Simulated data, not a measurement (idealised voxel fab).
Process module name: voxel wiring stack
The cross-section shown here is cut; it is 295 nm wide and divided into square cells measuring 5 nm on a side.
Square cells in a grid make up a cross-section in this document, and the grid is given as bands, listed from the top down, each one or more rows of cells.
Top, bottom (nm), then materials left to right with widths (nm); lone material tagged "edge to edge" fills the whole band edge to edge; "air" = empty space.
Note: height 0 marks the level under which the wafer is uniformly one material as received. Lowest band unbounded below, written "0 and below".
A two-number width, for instance "30 to 40", indicates that the width is equal to the first number in the top row of the band and to the second number in the bottom row, and that it changes by a constant amount per row of cells.
Where the words "stayed the same" appear for a step, the cross-section shows no cell changed by that step; every cell remained as before.
Closed empty spaces (no open way to the top) of 8 cells or more are what "Sealed-off cavities" lists, each as width x height at distance from the left edge, nm for all three.
Where a step's line continues beyond its settings, the continuation is a remark by the simulator itself on that step.
overlay nm: how far to the right of its planned place the mask lay on this masked step (negative: to the left).

So here's the lineup of process steps we planned
1 RECEIVE with material Si
2 CONFORMAL_DEP with material SiO2, thk nm 15
3 CONFORMAL_DEP with material SiN, thk nm 5
4 DIRECTIONAL_DEP with material lowk, thk nm 15
5 PATTERN with tone open, mask id METAL_1, material resist, width nm 25, pitch nm 55, thk nm 15, overlay nm 0
6 DIRECTIONAL_ETCH with etch materials lowk, depth nm 15
7 DIRECTIONAL_ETCH with etch materials SiN, depth nm 5
8 STRIP with etch materials resist
9 CONFORMAL_DEP with material TiN, thk nm 5
10 FILL_DEP with material Cu, thk nm 10
11 CMP with height nm 35
12 CONFORMAL_DEP with material SiCN, thk nm 5
13 DIRECTIONAL_DEP with material lowk, thk nm 10
14 PATTERN with tone open, mask id PLUG_1, material resist, width nm 15, pitch nm 55, thk nm 20, overlay nm 0
15 DIRECTIONAL_ETCH with etch materials lowk, depth nm 10
16 DIRECTIONAL_ETCH with etch materials SiCN, depth nm 5
17 STRIP with etch materials resist
18 EPI with material Ru, thk nm 10
19 EPI with material Ru, thk nm 5
20 CONFORMAL_DEP with material SiCN, thk nm 5
21 DIRECTIONAL_DEP with material SiO2, thk nm 25
22 PATTERN with tone open, mask id METAL_2, material resist, width nm 25, pitch nm 55, thk nm 15, overlay nm 0
23 DIRECTIONAL_ETCH with etch materials SiO2, depth nm 25
24 DIRECTIONAL_ETCH with etch materials SiCN, depth nm 5
25 STRIP with etch materials resist
26 CONFORMAL_DEP with material TiN, thk nm 5
27 FILL_DEP with material Ru, thk nm 5
28 CMP with height nm 80
29 CONFORMAL_DEP with material SiCN, thk nm 5
30 DIRECTIONAL_DEP with material SiO2, thk nm 20
31 MASKED_ETCH with tone open, mask id PLUG_2, width nm 15, pitch nm 110, etch materials SiO2, depth nm 20, overlay nm 0
32 MASKED_ETCH with tone open, mask id PLUG_2, width nm 15, pitch nm 110, etch materials SiCN, depth nm 5, overlay nm 0
33 EPI with material Ru, thk nm 10
34 EPI with material Ru, thk nm 10
35 EPI with material Ru, thk nm 5
36 CONFORMAL_DEP with material SiCN, thk nm 5
37 DIRECTIONAL_DEP with material lowk, thk nm 20
38 MASKED_ETCH with tone open, mask id METAL_3, width nm 25, pitch nm 55, etch materials lowk, depth nm 20, overlay nm 0
39 MASKED_ETCH with tone open, mask id METAL_3, width nm 25, pitch nm 55, etch materials SiCN, depth nm 5, overlay nm 0
40 CONFORMAL_DEP with material TiN, thk nm 5
41 FILL_DEP with material W, thk nm 10
42 CMP with height nm 130
43 CONFORMAL_DEP with material SiCN, thk nm 5
44 DIRECTIONAL_DEP with material SiO2, thk nm 35
45 MASKED_ETCH with tone open, mask id METAL_4_HOLES, width nm 15, pitch nm 55, etch materials SiO2, depth nm 35, overlay nm 0
46 PATTERN with tone open, mask id METAL_4, material resist, width nm 25, pitch nm 55, thk nm 20, overlay nm 0
47 DIRECTIONAL_ETCH with etch materials SiO2, depth nm 20
48 DIRECTIONAL_ETCH with etch materials SiCN, depth nm 5
49 STRIP with etch materials resist
50 CONFORMAL_DEP with material TiN, thk nm 5
51 FILL_DEP with material Ru, thk nm 10
52 CMP with height nm 170
53 CONFORMAL_DEP with material SiCN, thk nm 5

This is the cross-section of the wafer as we received it, i.e. after step 1
    0 and below = Si edge to edge
    Sealed-off cavities: none

The first of two wafers, cross-sectioned at the end of the module, with the run proceeding as planned
    175 down to 170 = SiCN edge to edge
    170 down to 155 = SiO2 80, then TiN 5, then Ru 15, then TiN 5, then SiO2 30, then TiN 5, then Ru 15, then TiN 5, then SiO2 30, then TiN 5, then Ru 15, then TiN 5, then SiO2 80
    155 down to 150 = SiO2 80, then TiN 5, then Ru 5, then TiN 15, then SiO2 30, then TiN 5, then Ru 5, then TiN 15, then SiO2 30, then TiN 5, then Ru 5, then TiN 15, then SiO2 80
    150 down to 135 = SiO2 80, then TiN 5, then Ru 5, then TiN 5, then SiO2 40, then TiN 5, then Ru 5, then TiN 5, then SiO2 40, then TiN 5, then Ru 5, then TiN 5, then SiO2 90
    135 down to 130 = SiCN 80, then TiN 15, then SiCN 40, then TiN 15, then SiCN 40, then TiN 15, then SiCN 90
    130 down to 110 = lowk 80, then TiN 5, then W 15, then TiN 5, then lowk 30, then TiN 5, then W 15, then TiN 5, then lowk 30, then TiN 5, then W 15, then TiN 5, then lowk 80
    110 down to 105 = SiCN 80, then TiN 25, then SiCN 30, then TiN 25, then SiCN 30, then TiN 25, then SiCN 80
    105 down to 85 = SiO2 80, then Ru 15, then SiO2 95, then Ru 15, then SiO2 90
    85 down to 80 = SiCN 80, then Ru 15, then SiCN 95, then Ru 15, then SiCN 90
    80 down to 55 = SiO2 80, then TiN 5, then Ru 15, then TiN 5, then SiO2 30, then TiN 5, then Ru 15, then TiN 5, then SiO2 30, then TiN 5, then Ru 15, then TiN 5, then SiO2 80
    55 down to 50 = SiCN 80, then TiN 25, then SiCN 30, then TiN 25, then SiCN 30, then TiN 25, then SiCN 80
    50 down to 40 = lowk 80, then Ru 15, then lowk 40, then Ru 15, then lowk 40, then Ru 15, then lowk 90
    40 down to 35 = SiCN 80, then Ru 15, then SiCN 40, then Ru 15, then SiCN 40, then Ru 15, then SiCN 90
    35 down to 20 = lowk 80, then TiN 5, then Cu 15, then TiN 5, then lowk 30, then TiN 5, then Cu 15, then TiN 5, then lowk 30, then TiN 5, then Cu 15, then TiN 5, then lowk 80
    20 down to 15 = SiN 80, then TiN 25, then SiN 30, then TiN 25, then SiN 30, then TiN 25, then SiN 80
    15 down to 0 = SiO2 edge to edge
    0 and below = Si edge to edge
    Sealed-off cavities: none

Now the second wafer, cross-sectioned at the end of the module. Nothing different at the start, nothing different in the plan compared with the first, just one mistake when it was actually run
    175 down to 170 = SiCN edge to edge
    170 down to 135 = SiO2 80, then TiN 5, then Ru 15, then TiN 5, then SiO2 30, then TiN 5, then Ru 15, then TiN 5, then SiO2 30, then TiN 5, then Ru 15, then TiN 5, then SiO2 80
    135 down to 130 = SiCN 80, then TiN 25, then SiCN 30, then TiN 25, then SiCN 30, then TiN 25, then SiCN 80
    130 down to 110 = lowk 80, then TiN 5, then W 15, then TiN 5, then lowk 30, then TiN 5, then W 15, then TiN 5, then lowk 30, then TiN 5, then W 15, then TiN 5, then lowk 80
    110 down to 105 = SiCN 80, then TiN 25, then SiCN 30, then TiN 25, then SiCN 30, then TiN 25, then SiCN 80
    105 down to 85 = SiO2 80, then Ru 15, then SiO2 95, then Ru 15, then SiO2 90
    85 down to 80 = SiCN 80, then Ru 15, then SiCN 95, then Ru 15, then SiCN 90
    80 down to 55 = SiO2 80, then TiN 5, then Ru 15, then TiN 5, then SiO2 30, then TiN 5, then Ru 15, then TiN 5, then SiO2 30, then TiN 5, then Ru 15, then TiN 5, then SiO2 80
    55 down to 50 = SiCN 80, then TiN 25, then SiCN 30, then TiN 25, then SiCN 30, then TiN 25, then SiCN 80
    50 down to 40 = lowk 80, then Ru 15, then lowk 40, then Ru 15, then lowk 40, then Ru 15, then lowk 90
    40 down to 35 = SiCN 80, then Ru 15, then SiCN 40, then Ru 15, then SiCN 40, then Ru 15, then SiCN 90
    35 down to 20 = lowk 80, then TiN 5, then Cu 15, then TiN 5, then lowk 30, then TiN 5, then Cu 15, then TiN 5, then lowk 30, then TiN 5, then Cu 15, then TiN 5, then lowk 80
    20 down to 15 = SiN 80, then TiN 25, then SiN 30, then TiN 25, then SiN 30, then TiN 25, then SiN 80
    15 down to 0 = SiO2 edge to edge
    0 and below = Si edge to edge
    Sealed-off cavities: none
The mistake made against the process plan was this: step 47 of the plan was twice carried out
Final cells, second wafer relative to first, materials higher or lower: +24 Ru; -6 SiCN; -18 SiO2
